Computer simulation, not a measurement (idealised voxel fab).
process module | voxel transistor to metal
cross-section cut | 185 nm wide | cells 5 nm
A cross-section is a grid of square cells, given in bands from the top down. A band is one or more rows of cells.
Each band's line starts with the height of the band's top and of its bottom, in nm. Then come its materials from left to right, each with its width in nm. One material with "throughout" fills the band from edge to edge. "air" is empty space.
Height 0 is the level under which the wafer as received is all one material. The lowest band goes on downwards, as in "0 down".
A width such as "30 to 40" changes by the same amount from each row of cells to the next, from the band's top row to its bottom row.
"no change" after a step means that no cell of the cross-section changed.
closed voids: empty space of 8 cells or more with no open way to the top, each as width x height at its distance from the left edge, in nm
after a step's settings: what the simulator itself notes on the step
overlay nm, on a step with a mask: how far to the right of its planned place the mask lay; to the left if negative
plan
1 op RECEIVE | material Si
2 op CONFORMAL_DEP | material SiO2 | thk nm 5
3 op CONFORMAL_DEP | material SiN | thk nm 15
4 op PATTERN | tone cover | mask id ACTIVE | material resist | width nm 105 | thk nm 15 | overlay nm 0
5 op DIRECTIONAL_ETCH | etch materials SiN | depth nm 15
6 op DIRECTIONAL_ETCH | etch materials SiO2 | depth nm 5
7 op DIRECTIONAL_ETCH | etch materials Si | depth nm 20
8 op STRIP | etch materials resist
9 op FILL_DEP | material SiO2 | thk nm 15
10 op CMP | height nm 20
11 op SELECTIVE_ETCH | etch materials SiO2 | depth nm 10
12 op STRIP | etch materials SiN
13 op SELECTIVE_ETCH | etch materials SiO2 | depth nm 5
14 op OXIDIZE | depth nm 5
15 op DIRECTIONAL_DEP | material polySi | thk nm 25
16 op DIRECTIONAL_DEP | material SiCN | thk nm 10
17 op DIRECTIONAL_DEP | material aC | thk nm 15
18 op PATTERN | tone cover | mask id GATE | material resist | width nm 25 | thk nm 30 | overlay nm 0
19 op DIRECTIONAL_ETCH | etch materials aC | depth nm 15
20 op STRIP | etch materials resist
21 op DIRECTIONAL_ETCH | etch materials SiCN | depth nm 20
22 op DIRECTIONAL_ETCH | etch materials polySi | depth nm 35
23 op STRIP | etch materials aC
24 op CONFORMAL_DEP | material SiO2 | thk nm 5
25 op DIRECTIONAL_ETCH | etch materials SiO2 | depth nm 5
26 op CONFORMAL_DEP | material SiN | thk nm 5
27 op DIRECTIONAL_ETCH | etch materials SiN | depth nm 5
28 op DIRECTIONAL_ETCH | etch materials SiO2 | depth nm 5
29 op DIRECTIONAL_ETCH | etch materials Si | depth nm 5
30 op EPI | material nSi | thk nm 10
31 op FILL_DEP | material SiO2 | thk nm 5
32 op CMP | height nm 25
33 op STRIP | etch materials polySi
34 op SELECTIVE_ETCH | etch materials SiO2 | depth nm 5
35 op CONFORMAL_DEP | material HfO2 | thk nm 5
36 op CONFORMAL_DEP | material TiN | thk nm 5
37 op FILL_DEP | material W | thk nm 10
38 op CMP | height nm 20
39 op DIRECTIONAL_DEP | material SiO2 | thk nm 15
40 op MASKED_ETCH | tone open | mask id CONTACT | width nm 15 | pitch nm 70 | etch materials SiO2 | depth nm 35 | overlay nm 0
41 op CONFORMAL_DEP | material TiN | thk nm 5
42 op FILL_DEP | material Ru | thk nm 10
43 op CMP | height nm 35
44 op CONFORMAL_DEP | material SiCN | thk nm 5
45 op DIRECTIONAL_DEP | material lowk | thk nm 20
46 op MASKED_ETCH | tone open | mask id METAL_1 | width nm 15 | pitch nm 70 | etch materials lowk | depth nm 20 | overlay nm 0
47 op MASKED_ETCH | tone open | mask id METAL_1 | width nm 15 | pitch nm 70 | etch materials SiCN | depth nm 5 | overlay nm 0
48 op CONFORMAL_DEP | material TiN | thk nm 5
49 op FILL_DEP | material Cu | thk nm 5
50 op CMP | height nm 60
51 op EPI | material Ru | thk nm 5
52 op FILL_DEP | material SiCN | thk nm 5
53 op DIRECTIONAL_DEP | material SiO2 | thk nm 30
54 op PATTERN | tone open | mask id METAL_2 | material resist | width nm 15 | pitch nm 70 | thk nm 15 | overlay nm 0
55 op DIRECTIONAL_ETCH | etch materials SiO2 | depth nm 20
56 op STRIP | etch materials resist
57 op MASKED_ETCH | tone open | mask id METAL_2_HOLES | width nm 15 | pitch nm 70 | etch materials SiO2 | depth nm 10 | overlay nm 0
58 op MASKED_ETCH | tone open | mask id METAL_2_HOLES | width nm 15 | pitch nm 70 | etch materials SiCN | depth nm 5 | overlay nm 0
59 op CONFORMAL_DEP | material TiN | thk nm 5
60 op FILL_DEP | material Ru | thk nm 5
61 op CMP | height nm 100
62 op CONFORMAL_DEP | material SiCN | thk nm 5
as received, after step 1
  0 down: Si throughout
  closed voids: none
first wafer at the end, as planned
  105 to 100: SiCN throughout
  100 to 70: SiO2 50 | TiN 5 | Ru 5 | TiN 5 | SiO2 55 | TiN 5 | Ru 5 | TiN 5 | SiO2 50
  70 to 65: SiCN 50 | TiN 15 | SiCN 55 | TiN 15 | SiCN 50
  65 to 60: SiCN 45 | Ru 25 | SiCN 45 | Ru 25 | SiCN 45
  60 to 40: lowk 50 | TiN 5 | Cu 5 | TiN 5 | lowk 55 | TiN 5 | Cu 5 | TiN 5 | lowk 50
  40 to 35: SiCN 50 | TiN 15 | SiCN 55 | TiN 15 | SiCN 50
  35 to 20: SiO2 50 | TiN 5 | Ru 5 | TiN 5 | SiO2 55 | TiN 5 | Ru 5 | TiN 5 | SiO2 50
  20 to 10: SiO2 50 | TiN 5 | Ru 5 | TiN 5 | SiO2 5 | SiN 5 | HfO2 5 | TiN 5 | W 15 | TiN 5 | HfO2 5 | SiN 5 | SiO2 5 | TiN 5 | Ru 5 | TiN 5 | SiO2 50
  10 to 5: SiO2 50 | TiN 15 | SiO2 5 | SiN 5 | HfO2 5 | TiN 5 | W 15 | TiN 5 | HfO2 5 | SiN 5 | SiO2 5 | TiN 15 | SiO2 50
  5 to 0: SiO2 40 | SiN 5 | nSi 10 | TiN 5 | nSi 10 | SiN 5 | HfO2 5 | TiN 25 | HfO2 5 | SiN 5 | nSi 10 | TiN 5 | nSi 10 | SiN 5 | SiO2 40
  0 to -5: SiO2 45 | nSi 25 | SiO2 5 | HfO2 35 | SiO2 5 | nSi 25 | SiO2 45
  -5 to -10: SiO2 40 | Si 5 | nSi 25 | Si 45 | nSi 25 | Si 5 | SiO2 40
  -10 to -20: SiO2 40 | Si 105 | SiO2 40
  -20 down: Si throughout
  closed voids: none
second wafer at the end: like start, like plan, one mistake
  105 to 100: SiCN throughout
  100 to 70: SiO2 50 | TiN 5 | Ru 5 | TiN 5 | SiO2 55 | TiN 5 | Ru 5 | TiN 5 | SiO2 50
  70 to 65: SiCN 50 | TiN 15 | SiCN 55 | TiN 15 | SiCN 50
  65 to 60: SiCN 45 | Ru 25 | SiCN 45 | Ru 25 | SiCN 45
  60 to 40: lowk 50 | TiN 5 | Cu 5 | TiN 5 | lowk 55 | TiN 5 | Cu 5 | TiN 5 | lowk 50
  40 to 35: SiCN 50 | TiN 15 | SiCN 55 | TiN 15 | SiCN 50
  35 to 25: SiO2 50 | TiN 5 | Ru 5 | TiN 5 | SiO2 55 | TiN 5 | Ru 5 | TiN 5 | SiO2 50
  25 to 20: SiO2 50 | TiN 15 | SiO2 55 | TiN 15 | SiO2 50
  20 to 5: HfO2 70 | SiN 5 | HfO2 5 | TiN 5 | W 15 | TiN 5 | HfO2 5 | SiN 5 | HfO2 70
  5 to 0: HfO2 40 | SiN 5 | nSi 10 | HfO2 5 | nSi 10 | SiN 5 | HfO2 5 | TiN 25 | HfO2 5 | SiN 5 | nSi 10 | HfO2 5 | nSi 10 | SiN 5 | HfO2 40
  0 to -5: SiO2 45 | nSi 25 | SiO2 5 | HfO2 35 | SiO2 5 | nSi 25 | SiO2 45
  -5 to -10: SiO2 40 | Si 5 | nSi 25 | Si 45 | nSi 25 | Si 5 | SiO2 40
  -10 to -20: SiO2 40 | Si 105 | SiO2 40
  -20 down: Si throughout
  closed voids: none
what went wrong: step 31 ran as: op FILL_DEP | material HfO2 | thk nm 5
at the end the second wafer has, in cells: 102 more of HfO2 | 6 fewer of Ru | 82 fewer of SiO2 | 14 fewer of TiN
